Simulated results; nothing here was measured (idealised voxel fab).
Process module under the name voxel capacitor over wiring
The width of the displayed cross-section, cut, is 295 nm; its cells are square, with a size of 5 nm.
Just so we're on the same page, the cross-sections are grids of square cells, and they're listed out in bands top to bottom, each band one or more rows deep. First you get the band's top height and its bottom height, in nm, and then the materials it's made of, left to right, with each width in nm. If you see a single material with "all across", that one covers the band edge to edge. "air" is empty space. Height is counted from the level 0, under which the received wafer is composed throughout of one material. The lowest of the bands is not closed at the bottom but continues downward, in the notation "from 0 down". Graded width ("30..40"): value in top row of band = first number; value in bottom row = second number; row-to-row change constant. Where the words "no change occurred" appear for a step, the cross-section shows no cell changed by that step; every cell remained as before. "Sealed cavities" lists enclosed empty spaces (at least 8 cells, no open path upward to the top), each as width x height at distance from the left edge, in nm. Where a step's line continues beyond its settings, the continuation is a remark by the simulator itself on that step. The optional step-line setting "overlay nm" applies to steps with a mask and quantifies how far to the right of its planned location the mask lay, a negative value indicating leftward placement.

Here's what the planned process steps look like
1 RECEIVE [material Si]
2 CONFORMAL_DEP [material SiO2] [thk nm 15]
3 DIRECTIONAL_DEP [material TiN] [thk nm 5]
4 DIRECTIONAL_DEP [material W] [thk nm 15]
5 PATTERN [tone cover] [mask id METAL_1] [material resist] [width nm 25] [pitch nm 95] [thk nm 15] [overlay nm 0]
6 DIRECTIONAL_ETCH [etch materials W] [depth nm 15]
7 DIRECTIONAL_ETCH [etch materials TiN] [depth nm 5]
8 STRIP [etch materials resist]
9 CONFORMAL_DEP [material SiCN] [thk nm 5]
10 FILL_DEP [material SiO2] [thk nm 5]
11 CMP [height nm 35]
12 CONFORMAL_DEP [material SiCN] [thk nm 5]
13 DIRECTIONAL_DEP [material lowk] [thk nm 15]
14 MASKED_ETCH [tone open] [mask id PLUG_1] [width nm 15] [etch materials lowk] [depth nm 15] [overlay nm 0]
15 MASKED_ETCH [tone open] [mask id PLUG_1] [width nm 15] [etch materials SiCN] [depth nm 5] [overlay nm 0]
16 CONFORMAL_DEP [material TiN] [thk nm 5]
17 FILL_DEP [material Ru] [thk nm 5]
18 CMP [height nm 55]
19 DIRECTIONAL_DEP [material TiN] [thk nm 5]
20 DIRECTIONAL_DEP [material Al2O3] [thk nm 5]
21 DIRECTIONAL_DEP [material TiN] [thk nm 5]
22 DIRECTIONAL_DEP [material aC] [thk nm 15]
23 PATTERN [tone cover] [mask id UPPER_PLATE] [material resist] [width nm 75] [thk nm 35] [overlay nm 0]
24 DIRECTIONAL_ETCH [etch materials aC] [depth nm 15]
25 STRIP [etch materials resist]
26 DIRECTIONAL_ETCH [etch materials TiN] [depth nm 5]
27 DIRECTIONAL_ETCH [etch materials Al2O3] [depth nm 5]
28 STRIP [etch materials aC]
29 DIRECTIONAL_DEP [material aC] [thk nm 10]
30 PATTERN [tone cover] [mask id LOWER_PLATE] [material resist] [width nm 85] [thk nm 25] [overlay nm 0]
31 DIRECTIONAL_ETCH [etch materials aC] [depth nm 10]
32 STRIP [etch materials resist]
33 DIRECTIONAL_ETCH [etch materials TiN] [depth nm 5]
34 STRIP [etch materials aC]
35 FILL_DEP [material SiO2] [thk nm 20]
36 CMP [height nm 85]
37 PATTERN [tone open] [mask id PLUG_2] [material resist] [width nm 15] [thk nm 20] [overlay nm 0]
38 DIRECTIONAL_ETCH [etch materials SiO2] [depth nm 15]
39 STRIP [etch materials resist]
40 CONFORMAL_DEP [material TiN] [thk nm 5]
41 FILL_DEP [material W] [thk nm 5]
42 CMP [height nm 85]
43 CONFORMAL_DEP [material SiN] [thk nm 5]

Here's what the wafer looked like in cross-section when it arrived - that's after step 1
  from 0 down | Si all across
  Sealed cavities: none

One mistake in running the module, otherwise start and plan as above: cross-section at the end
  from 90 to 85 | SiN all across
  from 85 to 75 | SiO2 (105) / TiN (5) / W (5) / TiN (5) / SiO2 (175)
  from 75 to 70 | SiO2 (105) / TiN (15) / SiO2 (175)
  from 70 to 65 | SiO2 all across
  from 65 to 60 | SiO2 (95) / Al2O3 (75) / SiO2 (125)
  from 60 to 55 | SiO2 (90) / TiN (85) / SiO2 (120)
  from 55 to 40 | lowk (95) / TiN (5) / Ru (5) / TiN (5) / lowk (185)
  from 40 to 35 | SiCN (95) / TiN (15) / SiCN (185)
  from 35 to 20 | SiO2 (80) / SiCN (5) / W (25) / SiCN (5) / SiO2 (60) / SiCN (5) / W (25) / SiCN (5) / SiO2 (85)
  from 20 to 15 | SiCN (85) / TiN (25) / SiCN (70) / TiN (25) / SiCN (90)
  from 15 to 0 | SiO2 all across
  from 0 down | Si all across
  Sealed cavities: none
Against the plan, the run slipped here: step 21 of the plan: omitted, not performed
